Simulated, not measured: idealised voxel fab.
process module | voxel released beams
cross-section cut | 295 nm wide | cells 5 nm
A cross-section is a grid of square cells, given in bands from the top down. A band is one or more rows of cells.
Each band's line starts with the height of the band's top and of its bottom, in nm. Then come its materials from left to right, each with its width in nm. One material with "throughout" fills the band from edge to edge. "air" is empty space.
Height 0 is the level under which the wafer as received is all one material. The lowest band goes on downwards, as in "0 down".
A width such as "30 to 40" changes by the same amount from each row of cells to the next, from the band's top row to its bottom row.
"no change" after a step means that no cell of the cross-section changed.
closed voids: empty space of 8 cells or more with no open way to the top, each as width x height at its distance from the left edge, in nm
after a step's settings: what the simulator itself notes on the step
overlay nm, on a step with a mask: how far to the right of its planned place the mask lay; to the left if negative
plan
1 op RECEIVE | material Si
2 op CONFORMAL_DEP | material SiN | thk nm 5
3 op DIRECTIONAL_DEP | material SiO2 | thk nm 10
4 op MASKED_ETCH | tone open | mask id ANCHOR | width nm 45 | etch materials SiO2 | depth nm 5 | overlay nm 0
5 op CONFORMAL_DEP | material TiN | thk nm 15
6 op PATTERN | tone cover | mask id BEAM | material resist | width nm 105 | thk nm 15 | overlay nm 0
7 op DIRECTIONAL_ETCH | etch materials TiN | depth nm 15
8 op STRIP | etch materials resist
9 op STRIP | etch materials SiO2
varied across the wafers: depth nm of step 4. The plan shows the first wafer's value. All wafers start alike
first wafer as received, after step 1
  0 down: Si throughout
  closed voids: none
each wafer at the end: cells of each material gained (+) or lost (-) since it was received, then its closed voids
depth nm 5 | +59 SiN | closed voids: none
depth nm 10 | +59 SiN | +75 TiN | closed voids: none
depth nm 15 | +59 SiN | +75 TiN | closed voids: none
depth nm 20 | +59 SiN | +75 TiN | closed voids: none
depth nm 25 | +59 SiN | +75 TiN | closed voids: none
